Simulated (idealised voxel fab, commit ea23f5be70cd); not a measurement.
Title: Process Module voxel ribs on slabs
Square cells of 5 nm make up the cross-section cut, whose width is 160 nm.
Notation: cross-section as square-cell grid; stated in bands, top first, going down; one or more cell rows per band.
Band: top and bottom heights (nm) first, top before bottom; then materials from left to right, widths in nm. "everywhere" marks a sole material filling the band edge to edge. "air" denotes empty space.
Heights are expressed relative to 0, this being the level below which the as-received wafer comprises one material exclusively. The lowest band is unbounded in the downward direction and is denoted as in "0 -> down".
With a width like "30->40", each row of cells in the band differs from the next by the same amount, the top row carrying the first number and the bottom row the second.
Take "remained the same" at face value: in the step it is given for, the cross-section changed in none of its cells.
This entry, "Enclosed internal voids", enumerates those empty regions of no fewer than 8 cells that possess no open connection to the top. Each region is reported in the form width x height at distance, the distance being taken from the left edge, with all three quantities expressed in nm.
It should be noted that, on the line of a given step, the content following the step's settings is a remark produced by the simulator itself with respect to that step.
The optional step-line setting "overlay nm" applies to steps with a mask and quantifies how far to the right of its planned location the mask lay, a negative value indicating leftward placement.
The steps planned for the process are as follows:
1. RECEIVE: material Si
2. DIRECTIONAL_DEP: material SiO2, thk nm 30
3. DIRECTIONAL_DEP: material SiN, thk nm 25
4. PATTERN: tone cover, mask id RIB, material resist, width nm 15, thk nm 15, overlay nm 0
5. DIRECTIONAL_ETCH: etch materials SiN, depth nm 10
6. STRIP: etch materials resist
7. PATTERN: tone cover, mask id SLAB, material resist, width nm 55, thk nm 20, overlay nm 0
8. DIRECTIONAL_ETCH: etch materials SiN, depth nm 15
9. STRIP: etch materials resist
10. FILL_DEP: material SiO2, thk nm 25
11. CMP: height nm 70
12. DIRECTIONAL_DEP: material TiN, thk nm 10
13. MASKED_ETCH: tone cover, mask id HEATER, width nm 25, etch materials TiN, depth nm 10, overlay nm 0
14. CONFORMAL_DEP: material SiN, thk nm 10
Cross-sectional view of the wafer in its as-received condition, corresponding to the state after step 1:
0 -> down | Si everywhere
Enclosed internal voids: none
End-of-module XS, first of two wafers, run as planned:
90 -> 80 | air: 55, SiN: 45, air: 60
80 -> 70 | SiN: 65, TiN: 25, SiN: 70
70 -> 55 | SiO2 everywhere
55 -> 45 | SiO2: 70, SiN: 15, SiO2: 75
45 -> 30 | SiO2: 50, SiN: 55, SiO2: 55
30 -> 0 | SiO2 everywhere
0 -> down | Si everywhere
Enclosed internal voids: none
Cross-sectional view of the second of two wafers upon completion of the module. This wafer shared its starting condition and process plan with the first; one error was made during its execution:
90 -> 80 | air: 55, SiN: 45, air: 60
80 -> 70 | SiN: 65, TiN: 25, SiN: 70
70 -> 55 | SiO2 everywhere
55 -> 45 | SiO2: 70, SiN: 15, SiO2: 75
45 -> 30 | SiO2: 50, SiN: 55, SiO2: 55
30 -> 0 | TiN everywhere
0 -> down | Si everywhere
Enclosed internal voids: none
The plan and the run diverged here: the process deviated at step 2: the operation and settings actually run there were DIRECTIONAL_DEP: material TiN, thk nm 30
Once processing is complete, comparing cell counts shows that the second wafer has more or fewer of certain materials than the first: SiO2: 192 fewer, TiN: 192 more
